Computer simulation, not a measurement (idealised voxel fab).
Name of the process module below: voxel capacitor over wiring
Pictured: cross-section cut, 180 nm wide, on a grid of 5 nm square cells.
A cross-section in this document is a grid of square cells, and it is written down as bands, the top band listed before the ones below it; a band is made up of one or more rows of cells.
Heads up on the band format: heights come first, top then bottom, in nm. After that it's the materials left to right, each with its width in nm. A single material flagged "full width" fills the whole band edge to edge, and "empty" means there's empty space there.
Measure heights from 0. That's the level where, below it, the as-received wafer is all one material. The lowest band is bottomless and extends downward; write it as in "0 -> down".
The notation "30 to 40" denotes a width that varies across the rows of cells in the band, beginning at the first number in the top row, finishing at the second number in the bottom row, and changing by an identical amount from each row to the next.
"no modification", as given for a step, is the statement that not any cell of the cross-section underwent a change during that step.
"Tabulated closed voids" specifies each empty space that is not open to the top and that occupies no fewer than 8 cells, using the form width x height at distance, the distance measured from the left edge and all three quantities in nm.
Step line, after settings: the simulator's comment on this step.
"overlay nm" denotes, for a step that has a mask, the displacement of the mask to the right of its planned place, with negative values corresponding to the left.
## Set out below are the planned steps of the process
1 RECEIVE | material Si
2 CONFORMAL_DEP | material SiO2 | thk nm 10
3 CONFORMAL_DEP | material SiCN | thk nm 5
4 DIRECTIONAL_DEP | material lowk | thk nm 20
5 MASKED_ETCH | tone open | mask id METAL_1 | width nm 25 | pitch nm 95 | etch materials lowk | depth nm 20 | overlay nm 0
6 MASKED_ETCH | tone open | mask id METAL_1 | width nm 25 | pitch nm 95 | etch materials SiCN | depth nm 5 | overlay nm 0
7 CONFORMAL_DEP | material TiN | thk nm 5
8 FILL_DEP | material Cu | thk nm 5
9 CMP | height nm 35
10 CONFORMAL_DEP | material SiCN | thk nm 5
11 DIRECTIONAL_DEP | material SiO2 | thk nm 20
12 MASKED_ETCH | tone open | mask id PLUG_1 | width nm 15 | etch materials SiO2 | depth nm 20 | overlay nm 0
13 MASKED_ETCH | tone open | mask id PLUG_1 | width nm 15 | etch materials SiCN | depth nm 5 | overlay nm 0
14 CONFORMAL_DEP | material TiN | thk nm 5
15 FILL_DEP | material W | thk nm 10
16 CMP | height nm 60
17 DIRECTIONAL_DEP | material TiN | thk nm 10
18 DIRECTIONAL_DEP | material SiN | thk nm 5
19 DIRECTIONAL_DEP | material TiN | thk nm 5
20 DIRECTIONAL_DEP | material aC | thk nm 15
21 PATTERN | tone cover | mask id UPPER_PLATE | material resist | width nm 75 | thk nm 30 | overlay nm 0
22 DIRECTIONAL_ETCH | etch materials aC | depth nm 15
23 STRIP | etch materials resist
24 DIRECTIONAL_ETCH | etch materials TiN | depth nm 5
25 DIRECTIONAL_ETCH | etch materials SiN | depth nm 5
26 STRIP | etch materials aC
27 PATTERN | tone cover | mask id LOWER_PLATE | material resist | width nm 85 | thk nm 15 | overlay nm 0
28 DIRECTIONAL_ETCH | etch materials TiN | depth nm 10
29 STRIP | etch materials resist
30 FILL_DEP | material SiO2 | thk nm 15
31 CMP | height nm 90
32 DIRECTIONAL_DEP | material aC | thk nm 15
33 PATTERN | tone open | mask id PLUG_2 | material resist | width nm 15 | thk nm 35 | overlay nm 0
34 DIRECTIONAL_ETCH | etch materials aC | depth nm 15
35 STRIP | etch materials resist
36 DIRECTIONAL_ETCH | etch materials SiO2 | depth nm 10
37 STRIP | etch materials aC
38 CONFORMAL_DEP | material TiN | thk nm 5
39 FILL_DEP | material W | thk nm 10
40 CMP | height nm 90
41 CONFORMAL_DEP | material SiCN | thk nm 5
## Cross-section of the wafer upon arrival, representing the state reached after step 1
  0 -> down  Si full width
  Tabulated closed voids: none
## Cross-section at module end, one run error; start and plan unchanged from above
  95 -> 90  SiCN full width
  90 -> 85  SiO2: 50; TiN: 5; W: 5; TiN: 5; SiO2: 115
  85 -> 75  SiO2: 50 to 40; TiN: 15 to 75; SiO2: 115 to 65
  75 -> 70  SiO2: 40; SiN: 75; SiO2: 65
  70 -> 60  SiO2: 35; TiN: 85; SiO2: 60
  60 -> 55  SiCN: 40; TiN: 15; SiCN: 125
  55 -> 35  SiO2 full width
  35 -> 15  lowk: 30; TiN: 5; Cu: 15; TiN: 5; lowk: 70; TiN: 5; Cu: 15; TiN: 5; lowk: 30
  15 -> 10  SiCN: 30; TiN: 25; SiCN: 70; TiN: 25; SiCN: 30
  10 -> 0  SiO2 full width
  0 -> down  Si full width
  Tabulated closed voids: none
Plan not followed: order of steps 10 and 11 inverted relative to the plan
